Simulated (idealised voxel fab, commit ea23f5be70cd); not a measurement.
The following process module bears the name voxel wiring stack.
FYI the section here is cut, 235 nm wide, cells are 5 nm squares.
Format of a cross-section: grid, square cells. Given as bands. Order: top down. Band: one or more rows of cells.
This entry defines a band. It first specifies the height of the band's top and the height of its bottom in nm, and then specifies the band's materials from left to right, stating each material with its width in nm. The word "everywhere" identifies a single material that fills the band from edge to edge, while the word "blank" identifies empty space.
Height datum 0, below which the as-received substrate wafer is one material. Lowest band open at the bottom, running downward: "0..down".
The width entry "30 to 40" should be interpreted row by row: the top row of cells in the band takes the first number, the bottom row takes the second number, and the change between adjacent rows is uniform throughout.
For the purposes of this document, the phrase "no modifications" attached to a step denotes that no cell within the cross-section was modified by that step.
Basically, "Internal closed voids" tells you about the enclosed voids: empty spaces with no open way to the top, 8 cells or bigger, each written width x height at distance, where distance is from the left edge, all in nm.
Read whatever lies past the settings on a step's line as the simulator's own remark about the step.
For masked steps, "overlay nm" on the step line gives how far right of plan the mask actually lay; a minus sign means it lay to the left.
**List of planned process steps**
| 1 | RECEIVE, material Si |
| 2 | CONFORMAL_DEP, material SiO2, thk nm 10 |
| 3 | DIRECTIONAL_DEP, material TiN, thk nm 5 |
| 4 | DIRECTIONAL_DEP, material W, thk nm 15 |
| 5 | PATTERN, tone cover, mask id METAL_1, material resist, width nm 25, pitch nm 45, thk nm 20, overlay nm 0 |
| 6 | DIRECTIONAL_ETCH, etch materials W, depth nm 15 |
| 7 | DIRECTIONAL_ETCH, etch materials TiN, depth nm 5 |
| 8 | STRIP, etch materials resist |
| 9 | CONFORMAL_DEP, material SiCN, thk nm 5 |
| 10 | FILL_DEP, material SiO2, thk nm 5 |
| 11 | CMP, height nm 30 |
| 12 | CONFORMAL_DEP, material SiCN, thk nm 5 |
| 13 | DIRECTIONAL_DEP, material lowk, thk nm 15 |
| 14 | PATTERN, tone open, mask id PLUG_1, material resist, width nm 15, thk nm 20, overlay nm 0 |
| 15 | DIRECTIONAL_ETCH, etch materials lowk, depth nm 15 |
| 16 | DIRECTIONAL_ETCH, etch materials SiCN, depth nm 5 |
| 17 | STRIP, etch materials resist |
| 18 | EPI, material Ru, thk nm 10 |
| 19 | EPI, material Ru, thk nm 10 |
| 20 | CONFORMAL_DEP, material SiN, thk nm 5 |
| 21 | DIRECTIONAL_DEP, material SiO2, thk nm 25 |
| 22 | PATTERN, tone open, mask id METAL_2, material resist, width nm 25, pitch nm 45, thk nm 20, overlay nm 0 |
| 23 | DIRECTIONAL_ETCH, etch materials SiO2, depth nm 25 |
| 24 | DIRECTIONAL_ETCH, etch materials SiN, depth nm 5 |
| 25 | STRIP, etch materials resist |
| 26 | CONFORMAL_DEP, material TiN, thk nm 5 |
| 27 | FILL_DEP, material Cu, thk nm 10 |
| 28 | CMP, height nm 80 |
| 29 | CONFORMAL_DEP, material SiCN, thk nm 5 |
| 30 | DIRECTIONAL_DEP, material lowk, thk nm 10 |
| 31 | PATTERN, tone open, mask id PLUG_2, material resist, width nm 15, pitch nm 45, thk nm 20, overlay nm 0 |
| 32 | DIRECTIONAL_ETCH, etch materials lowk, depth nm 10 |
| 33 | DIRECTIONAL_ETCH, etch materials SiCN, depth nm 5 |
| 34 | STRIP, etch materials resist |
| 35 | EPI, material Ru, thk nm 10 |
| 36 | EPI, material Ru, thk nm 5 |
| 37 | DIRECTIONAL_DEP, material TiN, thk nm 5 |
| 38 | DIRECTIONAL_DEP, material Ru, thk nm 15 |
| 39 | DIRECTIONAL_DEP, material aC, thk nm 10 |
| 40 | PATTERN, tone cover, mask id METAL_3, material resist, width nm 25, pitch nm 45, thk nm 25, overlay nm 0 |
| 41 | DIRECTIONAL_ETCH, etch materials aC, depth nm 10 |
| 42 | STRIP, etch materials resist |
| 43 | DIRECTIONAL_ETCH, etch materials Ru, depth nm 15 |
| 44 | DIRECTIONAL_ETCH, etch materials TiN, depth nm 5 |
| 45 | STRIP, etch materials aC |
| 46 | CONFORMAL_DEP, material SiN, thk nm 5 |
| 47 | FILL_DEP, material lowk, thk nm 10 |
| 48 | CMP, height nm 115 |
| 49 | CONFORMAL_DEP, material SiCN, thk nm 5 |
| 50 | DIRECTIONAL_DEP, material SiO2, thk nm 25 |
| 51 | DIRECTIONAL_DEP, material aC, thk nm 10 |
| 52 | PATTERN, tone open, mask id METAL_4_HOLES, material resist, width nm 15, pitch nm 45, thk nm 25, overlay nm 0 |
| 53 | DIRECTIONAL_ETCH, etch materials aC, depth nm 10 |
| 54 | STRIP, etch materials resist |
| 55 | DIRECTIONAL_ETCH, etch materials SiO2, depth nm 25 |
| 56 | STRIP, etch materials aC |
| 57 | MASKED_ETCH, tone open, mask id METAL_4, width nm 25, pitch nm 45, etch materials SiO2, depth nm 15, overlay nm 0 |
| 58 | MASKED_ETCH, tone open, mask id METAL_4, width nm 25, pitch nm 45, etch materials SiCN, depth nm 5, overlay nm 0 |
| 59 | CONFORMAL_DEP, material TiN, thk nm 5 |
| 60 | FILL_DEP, material Cu, thk nm 5 |
| 61 | CMP, height nm 145 |
| 62 | CONFORMAL_DEP, material SiN, thk nm 5 |
**Step 1 complete: cross-section of the wafer as received**
	0..down  Si everywhere
	Internal closed voids: none
**This is how the wafer looks in cross-section once the module is done, given the starting state and plan above and one mistake in carrying the plan out**
	150..145  SiN everywhere
	145..135  SiO2 80, then TiN 5, then Cu 15, then TiN 5, then SiO2 20, then TiN 5, then Cu 15, then TiN 5, then SiO2 85
	135..130  SiO2 80, then TiN 5, then Cu 5, then TiN 15, then SiO2 20, then TiN 5, then Cu 5, then TiN 15, then SiO2 85
	130..120  SiO2 80, then TiN 5, then Cu 5, then TiN 5, then SiO2 30, then TiN 5, then Cu 5, then TiN 5, then SiO2 95
	120..115  SiCN 80, then TiN 15, then SiCN 30, then TiN 15, then SiCN 95
	115..100  lowk 75, then SiN 5, then Ru 25, then SiN 5, then lowk 10, then SiN 5, then Ru 25, then SiN 5, then lowk 80
	100..95  SiN 80, then TiN 25, then SiN 20, then TiN 25, then SiN 85
	95..85  lowk 75, then Ru 15, then lowk 30, then Ru 15, then lowk 100
	85..80  SiCN 75, then Ru 15, then SiCN 30, then Ru 15, then SiCN 100
	80..55  SiO2 80, then TiN 5, then Cu 15, then TiN 5, then SiO2 20, then TiN 5, then Cu 15, then TiN 5, then SiO2 85
	55..50  SiN 80, then TiN 25, then SiN 20, then TiN 25, then SiN 85
	50..35  lowk 80, then Ru 15, then lowk 140
	35..30  SiCN 80, then Ru 15, then SiCN 140
	30..15  SiO2 75, then SiCN 5, then W 25, then SiCN 5, then SiO2 10, then SiCN 5, then W 25, then SiCN 5, then SiO2 80
	15..10  SiCN 80, then TiN 25, then SiCN 20, then TiN 25, then SiCN 85
	10..0  SiO2 everywhere
	0..down  Si everywhere
	Internal closed voids: none
In executing the process, a mistake was made relative to the plan: off-plan run, step 31, actual operation and settings PATTERN, tone open, mask id PLUG_2, material resist, width nm 15, pitch nm 45, thk nm 20, overlay nm -5
